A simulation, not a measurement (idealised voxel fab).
Process module name: voxel capacitor over wiring
180 nm wide, 5 nm square cells: that's cross-section cut.
Square cells in a grid make up a cross-section in this document, and the grid is given as bands, listed from the top down, each one or more rows of cells.
Per band: top height and bottom height in nm, followed by the left-to-right materials and their widths in nm; "edge to edge" marks a single material spanning edge to edge, "empty" marks empty space.
It should be noted that heights are counted from 0, beneath which the wafer as supplied is of one material throughout, and that the lowest band possesses no lower boundary but continues downward, as written in "from 0 down".
Top row gets the first number, bottom row gets the second, and each row in between changes by the same step: that is how a band width like "30 to 40" works.
Where a step carries "remained unchanged", the cross-section came out of it unchanged, cell for cell.
The entry "Sealed internal cavities" lists the empty spaces that cover at least 8 cells and have no open path to the top. Each is written as width x height at distance, where the distance is measured from the left edge and all three values are in nm.
Anything after a step's settings on that line? It's the simulator's own note about the step.
overlay nm: right-of-plan distance of the mask on a masked step; negative values mean left-of-plan.
Each pair below shows a cross-section before one step and the cross-section after it, down to the lowest band that changed. The line under each pair gives the step between them, with its settings. The pairs can come from different runs of this module on the same starting wafer, so a pair continues from the pair above only where its "State before" says so.

**State before**
  from 0 down  Si edge to edge
  Sealed internal cavities: none

**Post-Step Cross-Section**
  from 15 to 0  SiO2 edge to edge
  Anything lower than 0 is untouched.
  Sealed internal cavities: none
What sits between those two cross-sections? CONFORMAL_DEP [material SiO2] [thk nm 15]

State before: see the after view in the pair directly above.

**Post-Step Cross-Section**
  from 20 to 15  TiN edge to edge
  Anything lower than 15 is untouched.
  Sealed internal cavities: none
What sits between those two cross-sections? DIRECTIONAL_DEP [material TiN] [thk nm 5]

State before: see the after view in the pair directly above.

**Post-Step Cross-Section**
  from 40 to 20  W edge to edge
  Anything lower than 20 is untouched.
  Sealed internal cavities: none
What sits between those two cross-sections? DIRECTIONAL_DEP [material W] [thk nm 20]

State before: see the after view in the pair directly above.

**Post-Step Cross-Section**
  from 40 to 20  40 of empty  20 of W  55 of empty  20 of W  45 of empty
  Anything lower than 20 is untouched.
  Sealed internal cavities: none
What sits between those two cross-sections? MASKED_ETCH [tone cover] [mask id METAL_1] [width nm 20] [pitch nm 75] [etch materials W] [depth nm 20] [overlay nm 0]

State before: see the after view in the pair directly above.

**Post-Step Cross-Section**
  from 40 to 20  40 of empty  20 of W  55 of empty  20 of W  45 of empty
  from 20 to 15  40 of empty  20 of TiN  55 of empty  20 of TiN  45 of empty
  Anything lower than 15 is untouched.
  Sealed internal cavities: none
What sits between those two cross-sections? MASKED_ETCH [tone cover] [mask id METAL_1] [width nm 20] [pitch nm 75] [etch materials TiN] [depth nm 5] [overlay nm 0]

State before: see the after view in the pair directly above.

**Post-Step Cross-Section**
  from 45 to 40  35 of empty  30 of SiCN  45 of empty  30 of SiCN  40 of empty
  from 40 to 20  35 of empty  5 of SiCN  20 of W  5 of SiCN  45 of empty  5 of SiCN  20 of W  5 of SiCN  40 of empty
  from 20 to 15  40 of SiCN  20 of TiN  55 of SiCN  20 of TiN  45 of SiCN
  Anything lower than 15 is untouched.
  Sealed internal cavities: none
What sits between those two cross-sections? CONFORMAL_DEP [material SiCN] [thk nm 5]

State before: see the after view in the pair directly above.

**Post-Step Cross-Section**
  from 55 to 45  SiO2 edge to edge
  from 45 to 40  35 of SiO2  30 of SiCN  45 of SiO2  30 of SiCN  40 of SiO2
  from 40 to 20  35 of SiO2  5 of SiCN  20 of W  5 of SiCN  45 of SiO2  5 of SiCN  20 of W  5 of SiCN  40 of SiO2
  Anything lower than 20 is untouched.
  Sealed internal cavities: none
What sits between those two cross-sections? FILL_DEP [material SiO2] [thk nm 10]

State before: see the after view in the pair directly above.

**Post-Step Cross-Section**
  from 40 to 20  35 of SiO2  5 of SiCN  20 of W  5 of SiCN  45 of SiO2  5 of SiCN  20 of W  5 of SiCN  40 of SiO2
  Anything lower than 20 is untouched.
  Sealed internal cavities: none
What sits between those two cross-sections? CMP [height nm 40]

State before: see the after view in the pair directly above.

**Post-Step Cross-Section**
  from 45 to 40  SiCN edge to edge
  Anything lower than 40 is untouched.
  Sealed internal cavities: none
What sits between those two cross-sections? CONFORMAL_DEP [material SiCN] [thk nm 5]

State before: see the after view in the pair directly above.

**Post-Step Cross-Section**
  from 65 to 45  lowk edge to edge
  Anything lower than 45 is untouched.
  Sealed internal cavities: none
What sits between those two cross-sections? DIRECTIONAL_DEP [material lowk] [thk nm 20]

State before: see the after view in the pair directly above.

**Post-Step Cross-Section**
  from 75 to 65  aC edge to edge
  Anything lower than 65 is untouched.
  Sealed internal cavities: none
What sits between those two cross-sections? DIRECTIONAL_DEP [material aC] [thk nm 10]

State before: see the after view in the pair directly above.

**Post-Step Cross-Section**
  from 100 to 75  45 of resist  15 of empty  120 of resist
  Anything lower than 75 is untouched.
  Sealed internal cavities: none
What sits between those two cross-sections? PATTERN [tone open] [mask id PLUG_1] [material resist] [width nm 15] [thk nm 25] [overlay nm 0]

State before: see the after view in the pair directly above.

**Post-Step Cross-Section**
  from 90 to 75  45 of resist  15 of empty  120 of resist
  from 75 to 65  45 of aC  15 of empty  120 of aC
  Anything lower than 65 is untouched.
  Sealed internal cavities: none
What sits between those two cross-sections? DIRECTIONAL_ETCH [etch materials aC] [depth nm 10]

State before: see the after view in the pair directly above.

**Post-Step Cross-Section**
  from 75 to 65  45 of aC  15 of empty  120 of aC
  Anything lower than 65 is untouched.
  Sealed internal cavities: none
What sits between those two cross-sections? STRIP [etch materials resist]

State before: see the after view in the pair directly above.

**Post-Step Cross-Section**
  from 75 to 65  45 of aC  15 of empty  120 of aC
  from 65 to 45  45 of lowk  15 of empty  120 of lowk
  Anything lower than 45 is untouched.
  Sealed internal cavities: none
What sits between those two cross-sections? DIRECTIONAL_ETCH [etch materials lowk] [depth nm 20]

State before: see the after view in the pair directly above.

**Post-Step Cross-Section**
  from 75 to 65  45 of aC  15 of empty  120 of aC
  from 65 to 45  45 of lowk  15 of empty  120 of lowk
  from 45 to 40  45 of SiCN  15 of empty  120 of SiCN
  Anything lower than 40 is untouched.
  Sealed internal cavities: none
What sits between those two cross-sections? DIRECTIONAL_ETCH [etch materials SiCN] [depth nm 5]

State before: see the after view in the pair directly above.

**Post-Step Cross-Section**
  from 65 to 45  45 of lowk  15 of empty  120 of lowk
  Anything lower than 45 is untouched.
  Sealed internal cavities: none
What sits between those two cross-sections? STRIP [etch materials aC]

State before: see the after view in the pair directly above.

**Post-Step Cross-Section**
  from 70 to 65  50 of TiN  5 of empty  125 of TiN
  from 65 to 45  45 of lowk  5 of TiN  5 of empty  5 of TiN  120 of lowk
  from 45 to 40  45 of SiCN  15 of TiN  120 of SiCN
  Anything lower than 40 is untouched.
  Sealed internal cavities: none
What sits between those two cross-sections? CONFORMAL_DEP [material TiN] [thk nm 5]

State before: see the after view in the pair directly above.

**Post-Step Cross-Section**
  from 75 to 70  Ru edge to edge
  from 70 to 65  50 of TiN  5 of Ru  125 of TiN
  from 65 to 45  45 of lowk  5 of TiN  5 of Ru  5 of TiN  120 of lowk
  Anything lower than 45 is untouched.
  Sealed internal cavities: none
What sits between those two cross-sections? FILL_DEP [material Ru] [thk nm 5]

State before: see the after view in the pair directly above.

**Post-Step Cross-Section**
  from 65 to 45  45 of lowk  5 of TiN  5 of Ru  5 of TiN  120 of lowk
  Anything lower than 45 is untouched.
  Sealed internal cavities: none
What sits between those two cross-sections? CMP [height nm 65]

State before: see the after view in the pair directly above.

**Post-Step Cross-Section**
  from 70 to 65  TiN edge to edge
  Anything lower than 65 is untouched.
  Sealed internal cavities: none
What sits between those two cross-sections? DIRECTIONAL_DEP [material TiN] [thk nm 5]

State before: see the after view in the pair directly above.

**Post-Step Cross-Section**
  from 75 to 70  HfO2 edge to edge
  Anything lower than 70 is untouched.
  Sealed internal cavities: none
What sits between those two cross-sections? DIRECTIONAL_DEP [material HfO2] [thk nm 5]

State before: see the after view in the pair directly above.

**Post-Step Cross-Section**
  from 80 to 75  TiN edge to edge
  Anything lower than 75 is untouched.
  Sealed internal cavities: none
What sits between those two cross-sections? DIRECTIONAL_DEP [material TiN] [thk nm 5]

State before: see the after view in the pair directly above.

**Post-Step Cross-Section**
  from 80 to 75  45 of empty  60 of TiN  75 of empty
  Anything lower than 75 is untouched.
  Sealed internal cavities: none
What sits between those two cross-sections? MASKED_ETCH [tone cover] [mask id UPPER_PLATE] [width nm 60] [etch materials TiN] [depth nm 5] [overlay nm 0]

State before: see the after view in the pair directly above.

**Post-Step Cross-Section**
  from 80 to 75  45 of empty  60 of TiN  75 of empty
  from 75 to 70  45 of empty  60 of HfO2  75 of empty
  Anything lower than 70 is untouched.
  Sealed internal cavities: none
What sits between those two cross-sections? MASKED_ETCH [tone cover] [mask id UPPER_PLATE] [width nm 60] [etch materials HfO2] [depth nm 5] [overlay nm 0]

State before: see the after view in the pair directly above.

**Post-Step Cross-Section**
  from 80 to 75  45 of empty  60 of TiN  75 of empty
  from 75 to 70  45 of empty  60 of HfO2  75 of empty
  from 70 to 65  40 of empty  70 of TiN  70 of empty
  Anything lower than 65 is untouched.
  Sealed internal cavities: none
What sits between those two cross-sections? MASKED_ETCH [tone cover] [mask id LOWER_PLATE] [width nm 70] [etch materials TiN] [depth nm 5] [overlay nm 0]

State before: see the after view in the pair directly above.

**Post-Step Cross-Section**
  from 100 to 80  SiO2 edge to edge
  from 80 to 75  45 of SiO2  60 of TiN  75 of SiO2
  from 75 to 70  45 of SiO2  60 of HfO2  75 of SiO2
  from 70 to 65  40 of SiO2  70 of TiN  70 of SiO2
  Anything lower than 65 is untouched.
  Sealed internal cavities: none
What sits between those two cross-sections? FILL_DEP [material SiO2] [thk nm 20]

State before: see the after view in the pair directly above.

**Post-Step Cross-Section**
  from 95 to 80  SiO2 edge to edge
  Anything lower than 80 is untouched.
  Sealed internal cavities: none
What sits between those two cross-sections? CMP [height nm 95]

State before: see the after view in the pair directly above.

**Post-Step Cross-Section**
  from 115 to 95  55 of resist  15 of empty  110 of resist
  Anything lower than 95 is untouched.
  Sealed internal cavities: none
What sits between those two cross-sections? PATTERN [tone open] [mask id PLUG_2] [material resist] [width nm 15] [thk nm 20] [overlay nm 0]

State before: see the after view in the pair directly above.

**Post-Step Cross-Section**
  from 115 to 95  55 of resist  15 of empty  110 of resist
  from 95 to 80  55 of SiO2  15 of empty  110 of SiO2
  Anything lower than 80 is untouched.
  Sealed internal cavities: none
What sits between those two cross-sections? DIRECTIONAL_ETCH [etch materials SiO2] [depth nm 15]

State before: see the after view in the pair directly above.

**Post-Step Cross-Section**
  from 95 to 80  55 of SiO2  15 of empty  110 of SiO2
  Anything lower than 80 is untouched.
  Sealed internal cavities: none
What sits between those two cross-sections? STRIP [etch materials resist]

State before: see the after view in the pair directly above.

**Post-Step Cross-Section**
  from 100 to 95  60 of TiN  5 of empty  115 of TiN
  from 95 to 85  55 of SiO2  5 of TiN  5 of empty  5 of TiN  110 of SiO2
  from 85 to 75  55 to 45 of SiO2  15 to 60 of TiN  110 to 75 of SiO2
  Anything lower than 75 is untouched.
  Sealed internal cavities: none
What sits between those two cross-sections? CONFORMAL_DEP [material TiN] [thk nm 5]

State before: see the after view in the pair directly above.

**Post-Step Cross-Section**
  from 110 to 100  Ru edge to edge
  from 100 to 95  60 of TiN  5 of Ru  115 of TiN
  from 95 to 85  55 of SiO2  5 of TiN  5 of Ru  5 of TiN  110 of SiO2
  Anything lower than 85 is untouched.
  Sealed internal cavities: none
What sits between those two cross-sections? FILL_DEP [material Ru] [thk nm 10]

State before: see the after view in the pair directly above.

**Post-Step Cross-Section**
  from 95 to 85  55 of SiO2  5 of TiN  5 of Ru  5 of TiN  110 of SiO2
  Anything lower than 85 is untouched.
  Sealed internal cavities: none
What sits between those two cross-sections? CMP [height nm 95]

State before: see the after view in the pair directly above.

**Post-Step Cross-Section**
  from 100 to 95  SiN edge to edge
  Anything lower than 95 is untouched.
  Sealed internal cavities: none
What sits between those two cross-sections? CONFORMAL_DEP [material SiN] [thk nm 5]

**State before**
  from 110 to 100  Ru edge to edge
  from 100 to 95  60 of TiN  5 of Ru  115 of TiN
  from 95 to 85  55 of SiO2  5 of TiN  5 of Ru  5 of TiN  110 of SiO2
  from 85 to 75  55 to 45 of SiO2  15 to 60 of TiN  110 to 75 of SiO2
  from 75 to 70  45 of SiO2  60 of HfO2  75 of SiO2
  from 70 to 65  40 of SiO2  70 of TiN  70 of SiO2
  from 65 to 45  45 of lowk  5 of TiN  5 of Ru  5 of TiN  120 of lowk
  from 45 to 40  45 of SiCN  15 of TiN  120 of SiCN
  from 40 to 20  35 of SiO2  5 of SiCN  20 of W  5 of SiCN  45 of SiO2  5 of SiCN  20 of W  5 of SiCN  40 of SiO2
  from 20 to 15  40 of SiCN  20 of TiN  55 of SiCN  20 of TiN  45 of SiCN
  from 15 to 0  SiO2 edge to edge
  from 0 down  Si edge to edge
  Sealed internal cavities: none

**Post-Step Cross-Section**
  from 115 to 110  SiN edge to edge
  Anything lower than 110 is untouched.
  Sealed internal cavities: none
What sits between those two cross-sections? CONFORMAL_DEP [material SiN] [thk nm 5]

**State before**
  from 15 to 0  SiO2 edge to edge
  from 0 down  Si edge to edge
  Sealed internal cavities: none

**Post-Step Cross-Section**
  from 30 to 0  SiO2 edge to edge
  Anything lower than 0 is untouched.
  Sealed internal cavities: none
What sits between those two cross-sections? CONFORMAL_DEP [material SiO2] [thk nm 15]

State before: see the after view in the pair directly above.

**Post-Step Cross-Section**
  from 35 to 30  TiN edge to edge
  Anything lower than 30 is untouched.
  Sealed internal cavities: none
What sits between those two cross-sections? DIRECTIONAL_DEP [material TiN] [thk nm 5]

State before: see the after view in the pair directly above.

**Post-Step Cross-Section**
  from 55 to 35  W edge to edge
  Anything lower than 35 is untouched.
  Sealed internal cavities: none
What sits between those two cross-sections? DIRECTIONAL_DEP [material W] [thk nm 20]

State before: see the after view in the pair directly above.

**Post-Step Cross-Section**
  from 55 to 35  40 of empty  20 of W  55 of empty  20 of W  45 of empty
  Anything lower than 35 is untouched.
  Sealed internal cavities: none
What sits between those two cross-sections? MASKED_ETCH [tone cover] [mask id METAL_1] [width nm 20] [pitch nm 75] [etch materials W] [depth nm 20] [overlay nm 0]

State before: see the after view in the pair directly above.

**Post-Step Cross-Section**
  from 55 to 35  40 of empty  20 of W  55 of empty  20 of W  45 of empty
  from 35 to 30  40 of empty  20 of TiN  55 of empty  20 of TiN  45 of empty
  Anything lower than 30 is untouched.
  Sealed internal cavities: none
What sits between those two cross-sections? MASKED_ETCH [tone cover] [mask id METAL_1] [width nm 20] [pitch nm 75] [etch materials TiN] [depth nm 5] [overlay nm 0]

State before: see the after view in the pair directly above.

**Post-Step Cross-Section**
  from 60 to 55  35 of empty  30 of SiCN  45 of empty  30 of SiCN  40 of empty
  from 55 to 35  35 of empty  5 of SiCN  20 of W  5 of SiCN  45 of empty  5 of SiCN  20 of W  5 of SiCN  40 of empty
  from 35 to 30  40 of SiCN  20 of TiN  55 of SiCN  20 of TiN  45 of SiCN
  Anything lower than 30 is untouched.
  Sealed internal cavities: none
What sits between those two cross-sections? CONFORMAL_DEP [material SiCN] [thk nm 5]

State before: see the after view in the pair directly above.

**Post-Step Cross-Section**
  from 70 to 60  SiO2 edge to edge
  from 60 to 55  35 of SiO2  30 of SiCN  45 of SiO2  30 of SiCN  40 of SiO2
  from 55 to 35  35 of SiO2  5 of SiCN  20 of W  5 of SiCN  45 of SiO2  5 of SiCN  20 of W  5 of SiCN  40 of SiO2
  Anything lower than 35 is untouched.
  Sealed internal cavities: none
What sits between those two cross-sections? FILL_DEP [material SiO2] [thk nm 10]

State before: see the after view in the pair directly above.

**Post-Step Cross-Section**
  from 40 to 35  35 of SiO2  5 of SiCN  20 of W  5 of SiCN  45 of SiO2  5 of SiCN  20 of W  5 of SiCN  40 of SiO2
  Anything lower than 35 is untouched.
  Sealed internal cavities: none
What sits between those two cross-sections? CMP [height nm 40]

State before: see the after view in the pair directly above.

**Post-Step Cross-Section**
  from 45 to 40  SiCN edge to edge
  Anything lower than 40 is untouched.
  Sealed internal cavities: none
What sits between those two cross-sections? CONFORMAL_DEP [material SiCN] [thk nm 5]

State before: see the after view in the pair directly above.

**Post-Step Cross-Section**
  from 65 to 45  lowk edge to edge
  Anything lower than 45 is untouched.
  Sealed internal cavities: none
What sits between those two cross-sections? DIRECTIONAL_DEP [material lowk] [thk nm 20]

State before: see the after view in the pair directly above.

**Post-Step Cross-Section**
  from 75 to 65  aC edge to edge
  Anything lower than 65 is untouched.
  Sealed internal cavities: none
What sits between those two cross-sections? DIRECTIONAL_DEP [material aC] [thk nm 10]

State before: see the after view in the pair directly above.

**Post-Step Cross-Section**
  from 100 to 75  45 of resist  15 of empty  120 of resist
  Anything lower than 75 is untouched.
  Sealed internal cavities: none
What sits between those two cross-sections? PATTERN [tone open] [mask id PLUG_1] [material resist] [width nm 15] [thk nm 25] [overlay nm 0]

State before: see the after view in the pair directly above.

**Post-Step Cross-Section**
  from 90 to 75  45 of resist  15 of empty  120 of resist
  from 75 to 65  45 of aC  15 of empty  120 of aC
  Anything lower than 65 is untouched.
  Sealed internal cavities: none
What sits between those two cross-sections? DIRECTIONAL_ETCH [etch materials aC] [depth nm 10]

State before: see the after view in the pair directly above.

**Post-Step Cross-Section**
  from 75 to 65  45 of aC  15 of empty  120 of aC
  Anything lower than 65 is untouched.
  Sealed internal cavities: none
What sits between those two cross-sections? STRIP [etch materials resist]

State before: see the after view in the pair directly above.

**Post-Step Cross-Section**
  from 75 to 65  45 of aC  15 of empty  120 of aC
  from 65 to 45  45 of lowk  15 of empty  120 of lowk
  Anything lower than 45 is untouched.
  Sealed internal cavities: none
What sits between those two cross-sections? DIRECTIONAL_ETCH [etch materials lowk] [depth nm 20]

State before: see the after view in the pair directly above.

**Post-Step Cross-Section**
  from 75 to 65  45 of aC  15 of empty  120 of aC
  from 65 to 45  45 of lowk  15 of empty  120 of lowk
  from 45 to 40  45 of SiCN  15 of empty  120 of SiCN
  Anything lower than 40 is untouched.
  Sealed internal cavities: none
What sits between those two cross-sections? DIRECTIONAL_ETCH [etch materials SiCN] [depth nm 5]

State before: see the after view in the pair directly above.

**Post-Step Cross-Section**
  from 65 to 45  45 of lowk  15 of empty  120 of lowk
  Anything lower than 45 is untouched.
  Sealed internal cavities: none
What sits between those two cross-sections? STRIP [etch materials aC]

State before: see the after view in the pair directly above.

**Post-Step Cross-Section**
  from 70 to 65  50 of TiN  5 of empty  125 of TiN
  from 65 to 45  45 of lowk  5 of TiN  5 of empty  5 of TiN  120 of lowk
  from 45 to 40  45 of SiCN  15 of TiN  120 of SiCN
  Anything lower than 40 is untouched.
  Sealed internal cavities: none
What sits between those two cross-sections? CONFORMAL_DEP [material TiN] [thk nm 5]

State before: see the after view in the pair directly above.

**Post-Step Cross-Section**
  from 75 to 70  Ru edge to edge
  from 70 to 65  50 of TiN  5 of Ru  125 of TiN
  from 65 to 45  45 of lowk  5 of TiN  5 of Ru  5 of TiN  120 of lowk
  Anything lower than 45 is untouched.
  Sealed internal cavities: none
What sits between those two cross-sections? FILL_DEP [material Ru] [thk nm 5]

State before: see the after view in the pair directly above.

**Post-Step Cross-Section**
  from 65 to 45  45 of lowk  5 of TiN  5 of Ru  5 of TiN  120 of lowk
  Anything lower than 45 is untouched.
  Sealed internal cavities: none
What sits between those two cross-sections? CMP [height nm 65]

State before: see the after view in the pair directly above.

**Post-Step Cross-Section**
  from 70 to 65  TiN edge to edge
  Anything lower than 65 is untouched.
  Sealed internal cavities: none
What sits between those two cross-sections? DIRECTIONAL_DEP [material TiN] [thk nm 5]

State before: see the after view in the pair directly above.

**Post-Step Cross-Section**
  from 75 to 70  HfO2 edge to edge
  Anything lower than 70 is untouched.
  Sealed internal cavities: none
What sits between those two cross-sections? DIRECTIONAL_DEP [material HfO2] [thk nm 5]

State before: see the after view in the pair directly above.

**Post-Step Cross-Section**
  from 80 to 75  TiN edge to edge
  Anything lower than 75 is untouched.
  Sealed internal cavities: none
What sits between those two cross-sections? DIRECTIONAL_DEP [material TiN] [thk nm 5]

State before: see the after view in the pair directly above.

**Post-Step Cross-Section**
  from 80 to 75  45 of empty  60 of TiN  75 of empty
  Anything lower than 75 is untouched.
  Sealed internal cavities: none
What sits between those two cross-sections? MASKED_ETCH [tone cover] [mask id UPPER_PLATE] [width nm 60] [etch materials TiN] [depth nm 5] [overlay nm 0]

State before: see the after view in the pair directly above.

**Post-Step Cross-Section**
  from 80 to 75  45 of empty  60 of TiN  75 of empty
  from 75 to 70  45 of empty  60 of HfO2  75 of empty
  Anything lower than 70 is untouched.
  Sealed internal cavities: none
What sits between those two cross-sections? MASKED_ETCH [tone cover] [mask id UPPER_PLATE] [width nm 60] [etch materials HfO2] [depth nm 5] [overlay nm 0]

State before: see the after view in the pair directly above.

**Post-Step Cross-Section**
  from 80 to 75  45 of empty  60 of TiN  75 of empty
  from 75 to 70  45 of empty  60 of HfO2  75 of empty
  from 70 to 65  40 of empty  70 of TiN  70 of empty
  Anything lower than 65 is untouched.
  Sealed internal cavities: none
What sits between those two cross-sections? MASKED_ETCH [tone cover] [mask id LOWER_PLATE] [width nm 70] [etch materials TiN] [depth nm 5] [overlay nm 0]

State before: see the after view in the pair directly above.

**Post-Step Cross-Section**
  from 100 to 80  SiO2 edge to edge
  from 80 to 75  45 of SiO2  60 of TiN  75 of SiO2
  from 75 to 70  45 of SiO2  60 of HfO2  75 of SiO2
  from 70 to 65  40 of SiO2  70 of TiN  70 of SiO2
  Anything lower than 65 is untouched.
  Sealed internal cavities: none
What sits between those two cross-sections? FILL_DEP [material SiO2] [thk nm 20]

State before: see the after view in the pair directly above.

**Post-Step Cross-Section**
  from 95 to 80  SiO2 edge to edge
  Anything lower than 80 is untouched.
  Sealed internal cavities: none
What sits between those two cross-sections? CMP [height nm 95]

State before: see the after view in the pair directly above.

**Post-Step Cross-Section**
  from 115 to 95  55 of resist  15 of empty  110 of resist
  Anything lower than 95 is untouched.
  Sealed internal cavities: none
What sits between those two cross-sections? PATTERN [tone open] [mask id PLUG_2] [material resist] [width nm 15] [thk nm 20] [overlay nm 0]

State before: see the after view in the pair directly above.

**Post-Step Cross-Section**
  from 115 to 95  55 of resist  15 of empty  110 of resist
  from 95 to 80  55 of SiO2  15 of empty  110 of SiO2
  Anything lower than 80 is untouched.
  Sealed internal cavities: none
What sits between those two cross-sections? DIRECTIONAL_ETCH [etch materials SiO2] [depth nm 15]

State before: see the after view in the pair directly above.

**Post-Step Cross-Section**
  from 95 to 80  55 of SiO2  15 of empty  110 of SiO2
  Anything lower than 80 is untouched.
  Sealed internal cavities: none
What sits between those two cross-sections? STRIP [etch materials resist]

State before: see the after view in the pair directly above.

**Post-Step Cross-Section**
  from 100 to 95  60 of TiN  5 of empty  115 of TiN
  from 95 to 85  55 of SiO2  5 of TiN  5 of empty  5 of TiN  110 of SiO2
  from 85 to 75  55 to 45 of SiO2  15 to 60 of TiN  110 to 75 of SiO2
  Anything lower than 75 is untouched.
  Sealed internal cavities: none
What sits between those two cross-sections? CONFORMAL_DEP [material TiN] [thk nm 5]

State before: see the after view in the pair directly above.

**Post-Step Cross-Section**
  from 110 to 100  Ru edge to edge
  from 100 to 95  60 of TiN  5 of Ru  115 of TiN
  from 95 to 85  55 of SiO2  5 of TiN  5 of Ru  5 of TiN  110 of SiO2
  Anything lower than 85 is untouched.
  Sealed internal cavities: none
What sits between those two cross-sections? FILL_DEP [material Ru] [thk nm 10]

State before: see the after view in the pair directly above.

**Post-Step Cross-Section**
  from 95 to 85  55 of SiO2  5 of TiN  5 of Ru  5 of TiN  110 of SiO2
  Anything lower than 85 is untouched.
  Sealed internal cavities: none
What sits between those two cross-sections? CMP [height nm 95]

State before: see the after view in the pair directly above.

**Post-Step Cross-Section**
  from 100 to 95  SiN edge to edge
  Anything lower than 95 is untouched.
  Sealed internal cavities: none
What sits between those two cross-sections? CONFORMAL_DEP [material SiN] [thk nm 5]

**State before**
  from 40 to 20  35 of SiO2  5 of SiCN  20 of W  5 of SiCN  45 of SiO2  5 of SiCN  20 of W  5 of SiCN  40 of SiO2
  from 20 to 15  40 of SiCN  20 of TiN  55 of SiCN  20 of TiN  45 of SiCN
  from 15 to 0  SiO2 edge to edge
  from 0 down  Si edge to edge
  Sealed internal cavities: none

**Post-Step Cross-Section**
  from 60 to 40  lowk edge to edge
  Anything lower than 40 is untouched.
  Sealed internal cavities: none
What sits between those two cross-sections? DIRECTIONAL_DEP [material lowk] [thk nm 20]

State before: see the after view in the pair directly above.

**Post-Step Cross-Section**
  from 65 to 60  SiCN edge to edge
  Anything lower than 60 is untouched.
  Sealed internal cavities: none
What sits between those two cross-sections? CONFORMAL_DEP [material SiCN] [thk nm 5]

State before: see the after view in the pair directly above.

**Post-Step Cross-Section**
  from 75 to 65  aC edge to edge
  Anything lower than 65 is untouched.
  Sealed internal cavities: none
What sits between those two cross-sections? DIRECTIONAL_DEP [material aC] [thk nm 10]

State before: see the after view in the pair directly above.

**Post-Step Cross-Section**
  from 100 to 75  45 of resist  15 of empty  120 of resist
  Anything lower than 75 is untouched.
  Sealed internal cavities: none
What sits between those two cross-sections? PATTERN [tone open] [mask id PLUG_1] [material resist] [width nm 15] [thk nm 25] [overlay nm 0]

State before: see the after view in the pair directly above.

**Post-Step Cross-Section**
  from 90 to 75  45 of resist  15 of empty  120 of resist
  from 75 to 65  45 of aC  15 of empty  120 of aC
  Anything lower than 65 is untouched.
  Sealed internal cavities: none
What sits between those two cross-sections? DIRECTIONAL_ETCH [etch materials aC] [depth nm 10]

State before: see the after view in the pair directly above.

**Post-Step Cross-Section**
  from 75 to 65  45 of aC  15 of empty  120 of aC
  Anything lower than 65 is untouched.
  Sealed internal cavities: none
What sits between those two cross-sections? STRIP [etch materials resist]

State before: see the after view in the pair directly above.

**Post-Step Cross-Section**
  from 75 to 65  45 of aC  15 of empty  120 of aC
  from 65 to 60  45 of SiCN  15 of empty  120 of SiCN
  Anything lower than 60 is untouched.
  Sealed internal cavities: none
What sits between those two cross-sections? DIRECTIONAL_ETCH [etch materials SiCN] [depth nm 5]

State before: see the after view in the pair directly above.

**Post-Step Cross-Section**
  from 65 to 60  45 of SiCN  15 of empty  120 of SiCN
  Anything lower than 60 is untouched.
  Sealed internal cavities: none
What sits between those two cross-sections? STRIP [etch materials aC]

State before: see the after view in the pair directly above.

**Post-Step Cross-Section**
  from 70 to 65  50 of TiN  5 of empty  125 of TiN
  from 65 to 60  45 of SiCN  15 of TiN  120 of SiCN
  Anything lower than 60 is untouched.
  Sealed internal cavities: none
What sits between those two cross-sections? CONFORMAL_DEP [material TiN] [thk nm 5]

State before: see the after view in the pair directly above.

**Post-Step Cross-Section**
  from 75 to 70  Ru edge to edge
  from 70 to 65  50 of TiN  5 of Ru  125 of TiN
  Anything lower than 65 is untouched.
  Sealed internal cavities: none
What sits between those two cross-sections? FILL_DEP [material Ru] [thk nm 5]

State before: see the after view in the pair directly above.

**Post-Step Cross-Section**
  from 65 to 60  45 of SiCN  15 of TiN  120 of SiCN
  Anything lower than 60 is untouched.
  Sealed internal cavities: none
What sits between those two cross-sections? CMP [height nm 65]

State before: see the after view in the pair directly above.

**Post-Step Cross-Section**
  from 70 to 65  TiN edge to edge
  Anything lower than 65 is untouched.
  Sealed internal cavities: none
What sits between those two cross-sections? DIRECTIONAL_DEP [material TiN] [thk nm 5]

State before: see the after view in the pair directly above.

**Post-Step Cross-Section**
  from 75 to 70  HfO2 edge to edge
  Anything lower than 70 is untouched.
  Sealed internal cavities: none
What sits between those two cross-sections? DIRECTIONAL_DEP [material HfO2] [thk nm 5]

State before: see the after view in the pair directly above.

**Post-Step Cross-Section**
  from 80 to 75  TiN edge to edge
  Anything lower than 75 is untouched.
  Sealed internal cavities: none
What sits between those two cross-sections? DIRECTIONAL_DEP [material TiN] [thk nm 5]

State before: see the after view in the pair directly above.

**Post-Step Cross-Section**
  from 80 to 75  45 of empty  60 of TiN  75 of empty
  Anything lower than 75 is untouched.
  Sealed internal cavities: none
What sits between those two cross-sections? MASKED_ETCH [tone cover] [mask id UPPER_PLATE] [width nm 60] [etch materials TiN] [depth nm 5] [overlay nm 0]

State before: see the after view in the pair directly above.

**Post-Step Cross-Section**
  from 80 to 75  45 of empty  60 of TiN  75 of empty
  from 75 to 70  45 of empty  60 of HfO2  75 of empty
  Anything lower than 70 is untouched.
  Sealed internal cavities: none
What sits between those two cross-sections? MASKED_ETCH [tone cover] [mask id UPPER_PLATE] [width nm 60] [etch materials HfO2] [depth nm 5] [overlay nm 0]

State before: see the after view in the pair directly above.

**Post-Step Cross-Section**
  from 80 to 75  45 of empty  60 of TiN  75 of empty
  from 75 to 70  45 of empty  60 of HfO2  75 of empty
  from 70 to 65  40 of empty  70 of TiN  70 of empty
  Anything lower than 65 is untouched.
  Sealed internal cavities: none
What sits between those two cross-sections? MASKED_ETCH [tone cover] [mask id LOWER_PLATE] [width nm 70] [etch materials TiN] [depth nm 5] [overlay nm 0]

State before: see the after view in the pair directly above.

**Post-Step Cross-Section**
  from 100 to 80  SiO2 edge to edge
  from 80 to 75  45 of SiO2  60 of TiN  75 of SiO2
  from 75 to 70  45 of SiO2  60 of HfO2  75 of SiO2
  from 70 to 65  40 of SiO2  70 of TiN  70 of SiO2
  Anything lower than 65 is untouched.
  Sealed internal cavities: none
What sits between those two cross-sections? FILL_DEP [material SiO2] [thk nm 20]

State before: see the after view in the pair directly above.

**Post-Step Cross-Section**
  from 95 to 80  SiO2 edge to edge
  Anything lower than 80 is untouched.
  Sealed internal cavities: none
What sits between those two cross-sections? CMP [height nm 95]

State before: see the after view in the pair directly above.

**Post-Step Cross-Section**
  from 115 to 95  55 of resist  15 of empty  110 of resist
  Anything lower than 95 is untouched.
  Sealed internal cavities: none
What sits between those two cross-sections? PATTERN [tone open] [mask id PLUG_2] [material resist] [width nm 15] [thk nm 20] [overlay nm 0]

State before: see the after view in the pair directly above.

**Post-Step Cross-Section**
  from 115 to 95  55 of resist  15 of empty  110 of resist
  from 95 to 80  55 of SiO2  15 of empty  110 of SiO2
  Anything lower than 80 is untouched.
  Sealed internal cavities: none
What sits between those two cross-sections? DIRECTIONAL_ETCH [etch materials SiO2] [depth nm 15]
